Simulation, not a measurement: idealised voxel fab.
The document below concerns the process module designated voxel gate over fins.
cross-section cut | 210 nm wide | cells 5 nm
Cross-section, as written here: a square-cell grid given band by band from the top down, where a band holds one or more rows of cells. Band: top and bottom heights (nm) first, top before bottom; then materials from left to right, widths in nm. "edge to edge" marks a sole material filling the band edge to edge. "air" denotes empty space. Zero point of the height axis is 0; under it, received wafer = one material. Lowest band: continues down indefinitely, "z 0 and below". With a width like "30->40", each row of cells in the band differs from the next by the same amount, the top row carrying the first number and the bottom row the second. Step marked "remained unchanged"? Then no cell in the cross-section changed in it. You'll see "Closed void list" listing empty spaces that have no way open to the top, as long as they're 8 cells or more; the notation is width x height at distance, where the distance is from the left edge, and all of it is in nm. That trailing text on a step's line, after the settings, is the simulator's own remark on the step. overlay nm: for a step with a mask, the amount by which the mask lay right of where it was planned; a negative amount means left of it.
**The process steps that were planned are listed below**
| 1 | op RECEIVE | material Si |
| 2 | op CONFORMAL_DEP | material SiN | thk nm 5 |
| 3 | op DIRECTIONAL_DEP | material aC | thk nm 10 |
| 4 | op PATTERN | tone cover | mask id FINS | material resist | width nm 15 | pitch nm 40 | thk nm 30 | overlay nm 0 |
| 5 | op DIRECTIONAL_ETCH | etch materials aC | depth nm 10 |
| 6 | op STRIP | etch materials resist |
| 7 | op DIRECTIONAL_ETCH | etch materials SiN | depth nm 5 |
| 8 | op DIRECTIONAL_ETCH | etch materials Si | depth nm 40 |
| 9 | op STRIP | etch materials aC |
| 10 | op OXIDIZE | depth nm 5 |
| 11 | op FILL_DEP | material SiO2 | thk nm 10 |
| 12 | op CMP | height nm 5 |
| 13 | op SELECTIVE_ETCH | etch materials SiO2 | depth nm 20 |
| 14 | op STRIP | etch materials SiN |
| 15 | op CONFORMAL_DEP | material HfO2 | thk nm 5 |
| 16 | op CONFORMAL_DEP | material TiN | thk nm 5 |
| 17 | op CONFORMAL_DEP | material TiAl | thk nm 5 |
| 18 | op CONFORMAL_DEP | material TiN | thk nm 5 |
| 19 | op FILL_DEP | material W | thk nm 10 |
| 20 | op CMP | height nm 25 |
| 21 | op CONFORMAL_DEP | material SiN | thk nm 10 |
**Of two wafers, the first: run according to plan**
**Wafer at receipt (post step 1), cross-section**
z 0 and below: Si edge to edge
Closed void list: none
**How the wafer stands in section after step 2**
z 5 to 0: SiN edge to edge
Rest of section, below 0: as before.
**How the wafer stands in section after step 3**
z 15 to 5: aC edge to edge
Rest of section, below 5: as before.
**How the wafer stands in section after step 4**
z 45 to 15: 75 nm air | 15 nm resist | 25 nm air | 15 nm resist | 80 nm air
Rest of section, below 15: as before.
**How the wafer stands in section after step 5**
z 35 to 15: 75 nm air | 15 nm resist | 25 nm air | 15 nm resist | 80 nm air
z 15 to 5: 75 nm air | 15 nm aC | 25 nm air | 15 nm aC | 80 nm air
Rest of section, below 5: as before.
**How the wafer stands in section after step 6**
z 15 to 5: 75 nm air | 15 nm aC | 25 nm air | 15 nm aC | 80 nm air
Rest of section, below 5: as before.
**How the wafer stands in section after step 7**
z 15 to 5: 75 nm air | 15 nm aC | 25 nm air | 15 nm aC | 80 nm air
z 5 to 0: 75 nm air | 15 nm SiN | 25 nm air | 15 nm SiN | 80 nm air
Rest of section, below 0: as before.
**How the wafer stands in section after step 8**
z 15 to 5: 75 nm air | 15 nm aC | 25 nm air | 15 nm aC | 80 nm air
z 5 to 0: 75 nm air | 15 nm SiN | 25 nm air | 15 nm SiN | 80 nm air
z 0 to -40: 75 nm air | 15 nm Si | 25 nm air | 15 nm Si | 80 nm air
Rest of section, below -40: as before.
**How the wafer stands in section after step 9**
z 5 to 0: 75 nm air | 15 nm SiN | 25 nm air | 15 nm SiN | 80 nm air
Rest of section, below 0: as before.
**How the wafer stands in section after step 10**
z 5 to 0: 75 nm air | 15 nm SiN | 25 nm air | 15 nm SiN | 80 nm air
z 0 to -40: 75 nm air | 5 nm SiO2 | 5 nm Si | 5 nm SiO2 | 25 nm air | 5 nm SiO2 | 5 nm Si | 5 nm SiO2 | 80 nm air
z -40 to -45: 80 nm SiO2 | 5 nm Si | 35 nm SiO2 | 5 nm Si | 85 nm SiO2
Rest of section, below -45: as before.
**How the wafer stands in section after step 11**
z 15 to 5: SiO2 edge to edge
z 5 to 0: 75 nm SiO2 | 15 nm SiN | 25 nm SiO2 | 15 nm SiN | 80 nm SiO2
z 0 to -45: 80 nm SiO2 | 5 nm Si | 35 nm SiO2 | 5 nm Si | 85 nm SiO2
Rest of section, below -45: as before.
**How the wafer stands in section after step 12**
z 5 to 0: 75 nm SiO2 | 15 nm SiN | 25 nm SiO2 | 15 nm SiN | 80 nm SiO2
Rest of section, below 0: as before.
**How the wafer stands in section after step 13**
z 5 to 0: 75 nm air | 15 nm SiN | 25 nm air | 15 nm SiN | 80 nm air
z 0 to -15: 80 nm air | 5 nm Si | 35 nm air | 5 nm Si | 85 nm air
Rest of section, below -15: as before.
**How the wafer stands in section after step 14**
z 0 to -15: 80 nm air | 5 nm Si | 35 nm air | 5 nm Si | 85 nm air
Rest of section, below -15: as before.
**How the wafer stands in section after step 15**
z 5 to 0: 75 nm air | 15 nm HfO2 | 25 nm air | 15 nm HfO2 | 80 nm air
z 0 to -10: 75 nm air | 5 nm HfO2 | 5 nm Si | 5 nm HfO2 | 25 nm air | 5 nm HfO2 | 5 nm Si | 5 nm HfO2 | 80 nm air
z -10 to -15: 80 nm HfO2 | 5 nm Si | 35 nm HfO2 | 5 nm Si | 85 nm HfO2
Rest of section, below -15: as before.
**How the wafer stands in section after step 16**
z 10 to 5: 70 nm air | 25 nm TiN | 15 nm air | 25 nm TiN | 75 nm air
z 5 to 0: 70 nm air | 5 nm TiN | 15 nm HfO2 | 5 nm TiN | 15 nm air | 5 nm TiN | 15 nm HfO2 | 5 nm TiN | 75 nm air
z 0 to -5: 70 nm air | 5 nm TiN | 5 nm HfO2 | 5 nm Si | 5 nm HfO2 | 5 nm TiN | 15 nm air | 5 nm TiN | 5 nm HfO2 | 5 nm Si | 5 nm HfO2 | 5 nm TiN | 75 nm air
z -5 to -10: 75 nm TiN | 5 nm HfO2 | 5 nm Si | 5 nm HfO2 | 25 nm TiN | 5 nm HfO2 | 5 nm Si | 5 nm HfO2 | 80 nm TiN
Rest of section, below -10: as before.
**How the wafer stands in section after step 17**
z 15 to 10: 65 nm air | 35 nm TiAl | 5 nm air | 35 nm TiAl | 70 nm air
z 10 to 5: 65 nm air | 5 nm TiAl | 25 nm TiN | 5 nm TiAl | 5 nm air | 5 nm TiAl | 25 nm TiN | 5 nm TiAl | 70 nm air
z 5 to 0: 65 nm air | 5 nm TiAl | 5 nm TiN | 15 nm HfO2 | 5 nm TiN | 5 nm TiAl | 5 nm air | 5 nm TiAl | 5 nm TiN | 15 nm HfO2 | 5 nm TiN | 5 nm TiAl | 70 nm air
z 0 to -5: 70 nm TiAl | 5 nm TiN | 5 nm HfO2 | 5 nm Si | 5 nm HfO2 | 5 nm TiN | 15 nm TiAl | 5 nm TiN | 5 nm HfO2 | 5 nm Si | 5 nm HfO2 | 5 nm TiN | 75 nm TiAl
Rest of section, below -5: as before.
**How the wafer stands in section after step 18**
z 20 to 15: 60 nm air | 85 nm TiN | 65 nm air
z 15 to 10: 60 nm air | 5 nm TiN | 35 nm TiAl | 5 nm TiN | 35 nm TiAl | 5 nm TiN | 65 nm air
z 10 to 5: 60 nm air | 5 nm TiN | 5 nm TiAl | 25 nm TiN | 5 nm TiAl | 5 nm TiN | 5 nm TiAl | 25 nm TiN | 5 nm TiAl | 5 nm TiN | 65 nm air
z 5 to 0: 65 nm TiN | 5 nm TiAl | 5 nm TiN | 15 nm HfO2 | 5 nm TiN | 5 nm TiAl | 5 nm TiN | 5 nm TiAl | 5 nm TiN | 15 nm HfO2 | 5 nm TiN | 5 nm TiAl | 70 nm TiN
Rest of section, below 0: as before.
**How the wafer stands in section after step 19**
z 30 to 20: W edge to edge
z 20 to 15: 60 nm W | 85 nm TiN | 65 nm W
z 15 to 10: 60 nm W | 5 nm TiN | 35 nm TiAl | 5 nm TiN | 35 nm TiAl | 5 nm TiN | 65 nm W
z 10 to 5: 60 nm W | 5 nm TiN | 5 nm TiAl | 25 nm TiN | 5 nm TiAl | 5 nm TiN | 5 nm TiAl | 25 nm TiN | 5 nm TiAl | 5 nm TiN | 65 nm W
Rest of section, below 5: as before.
**How the wafer stands in section after step 20**
z 25 to 20: W edge to edge
Rest of section, below 20: as before.
**How the wafer stands in section after step 21**
z 35 to 25: SiN edge to edge
Rest of section, below 25: as before.
**Second wafer, same starting state and plan as the first, one mistake in the run, identical through step 7**
**Cross-section of the second wafer at the time step 8 of the plan should have ended**
z 15 to 5: 75 nm air | 15 nm aC | 25 nm air | 15 nm aC | 80 nm air
z 5 to 0: 75 nm air | 15 nm SiN | 25 nm air | 15 nm SiN | 80 nm air
z 0 to -45: 75 nm air | 15 nm Si | 25 nm air | 15 nm Si | 80 nm air
Rest of section, below -45: as before.
**Cross-section of the second wafer at the time step 9 of the plan should have ended**
z 5 to 0: 75 nm air | 15 nm SiN | 25 nm air | 15 nm SiN | 80 nm air
Rest of section, below 0: as before.
**Cross-section of the second wafer at the time step 10 of the plan should have ended**
z 5 to 0: 75 nm air | 15 nm SiN | 25 nm air | 15 nm SiN | 80 nm air
z 0 to -45: 75 nm air | 5 nm SiO2 | 5 nm Si | 5 nm SiO2 | 25 nm air | 5 nm SiO2 | 5 nm Si | 5 nm SiO2 | 80 nm air
z -45 to -50: 80 nm SiO2 | 5 nm Si | 35 nm SiO2 | 5 nm Si | 85 nm SiO2
Rest of section, below -50: as before.
**Cross-section of the second wafer at the time step 11 of the plan should have ended**
z 15 to 5: SiO2 edge to edge
z 5 to 0: 75 nm SiO2 | 15 nm SiN | 25 nm SiO2 | 15 nm SiN | 80 nm SiO2
z 0 to -50: 80 nm SiO2 | 5 nm Si | 35 nm SiO2 | 5 nm Si | 85 nm SiO2
Rest of section, below -50: as before.
**Cross-section of the second wafer at the time step 12 of the plan should have ended**
z 5 to 0: 75 nm SiO2 | 15 nm SiN | 25 nm SiO2 | 15 nm SiN | 80 nm SiO2
Rest of section, below 0: as before.
**Cross-section of the second wafer at the time step 13 of the plan should have ended**
z 5 to 0: 75 nm air | 15 nm SiN | 25 nm air | 15 nm SiN | 80 nm air
z 0 to -15: 80 nm air | 5 nm Si | 35 nm air | 5 nm Si | 85 nm air
Rest of section, below -15: as before.
**Cross-section of the second wafer at the time step 14 of the plan should have ended**
z 0 to -15: 80 nm air | 5 nm Si | 35 nm air | 5 nm Si | 85 nm air
Rest of section, below -15: as before.
**Cross-section of the second wafer at the time step 15 of the plan should have ended**
z 5 to 0: 75 nm air | 15 nm HfO2 | 25 nm air | 15 nm HfO2 | 80 nm air
z 0 to -10: 75 nm air | 5 nm HfO2 | 5 nm Si | 5 nm HfO2 | 25 nm air | 5 nm HfO2 | 5 nm Si | 5 nm HfO2 | 80 nm air
z -10 to -15: 80 nm HfO2 | 5 nm Si | 35 nm HfO2 | 5 nm Si | 85 nm HfO2
Rest of section, below -15: as before.
**Cross-section of the second wafer at the time step 16 of the plan should have ended**
z 10 to 5: 70 nm air | 25 nm TiN | 15 nm air | 25 nm TiN | 75 nm air
z 5 to 0: 70 nm air | 5 nm TiN | 15 nm HfO2 | 5 nm TiN | 15 nm air | 5 nm TiN | 15 nm HfO2 | 5 nm TiN | 75 nm air
z 0 to -5: 70 nm air | 5 nm TiN | 5 nm HfO2 | 5 nm Si | 5 nm HfO2 | 5 nm TiN | 15 nm air | 5 nm TiN | 5 nm HfO2 | 5 nm Si | 5 nm HfO2 | 5 nm TiN | 75 nm air
z -5 to -10: 75 nm TiN | 5 nm HfO2 | 5 nm Si | 5 nm HfO2 | 25 nm TiN | 5 nm HfO2 | 5 nm Si | 5 nm HfO2 | 80 nm TiN
Rest of section, below -10: as before.
**Cross-section of the second wafer at the time step 17 of the plan should have ended**
z 15 to 10: 65 nm air | 35 nm TiAl | 5 nm air | 35 nm TiAl | 70 nm air
z 10 to 5: 65 nm air | 5 nm TiAl | 25 nm TiN | 5 nm TiAl | 5 nm air | 5 nm TiAl | 25 nm TiN | 5 nm TiAl | 70 nm air
z 5 to 0: 65 nm air | 5 nm TiAl | 5 nm TiN | 15 nm HfO2 | 5 nm TiN | 5 nm TiAl | 5 nm air | 5 nm TiAl | 5 nm TiN | 15 nm HfO2 | 5 nm TiN | 5 nm TiAl | 70 nm air
z 0 to -5: 70 nm TiAl | 5 nm TiN | 5 nm HfO2 | 5 nm Si | 5 nm HfO2 | 5 nm TiN | 15 nm TiAl | 5 nm TiN | 5 nm HfO2 | 5 nm Si | 5 nm HfO2 | 5 nm TiN | 75 nm TiAl
Rest of section, below -5: as before.
**Cross-section of the second wafer at the time step 18 of the plan should have ended**
z 20 to 15: 60 nm air | 85 nm TiN | 65 nm air
z 15 to 10: 60 nm air | 5 nm TiN | 35 nm TiAl | 5 nm TiN | 35 nm TiAl | 5 nm TiN | 65 nm air
z 10 to 5: 60 nm air | 5 nm TiN | 5 nm TiAl | 25 nm TiN | 5 nm TiAl | 5 nm TiN | 5 nm TiAl | 25 nm TiN | 5 nm TiAl | 5 nm TiN | 65 nm air
z 5 to 0: 65 nm TiN | 5 nm TiAl | 5 nm TiN | 15 nm HfO2 | 5 nm TiN | 5 nm TiAl | 5 nm TiN | 5 nm TiAl | 5 nm TiN | 15 nm HfO2 | 5 nm TiN | 5 nm TiAl | 70 nm TiN
Rest of section, below 0: as before.
**Cross-section of the second wafer at the time step 19 of the plan should have ended**
z 30 to 20: W edge to edge
z 20 to 15: 60 nm W | 85 nm TiN | 65 nm W
z 15 to 10: 60 nm W | 5 nm TiN | 35 nm TiAl | 5 nm TiN | 35 nm TiAl | 5 nm TiN | 65 nm W
z 10 to 5: 60 nm W | 5 nm TiN | 5 nm TiAl | 25 nm TiN | 5 nm TiAl | 5 nm TiN | 5 nm TiAl | 25 nm TiN | 5 nm TiAl | 5 nm TiN | 65 nm W
Rest of section, below 5: as before.
**Cross-section of the second wafer at the time step 20 of the plan should have ended**
z 25 to 20: W edge to edge
Rest of section, below 20: as before.
**Cross-section of the second wafer at the time step 21 of the plan should have ended**
z 35 to 25: SiN edge to edge
Rest of section, below 25: as before.
The mistake made against the process plan was this: for step 8, the planned setting was not used; the step was instead run as op DIRECTIONAL_ETCH | etch materials Si | depth nm 45
Once processing is complete, comparing cell counts shows that the second wafer has more or fewer of certain materials than the first: Si: 40 fewer | SiO2: 40 more
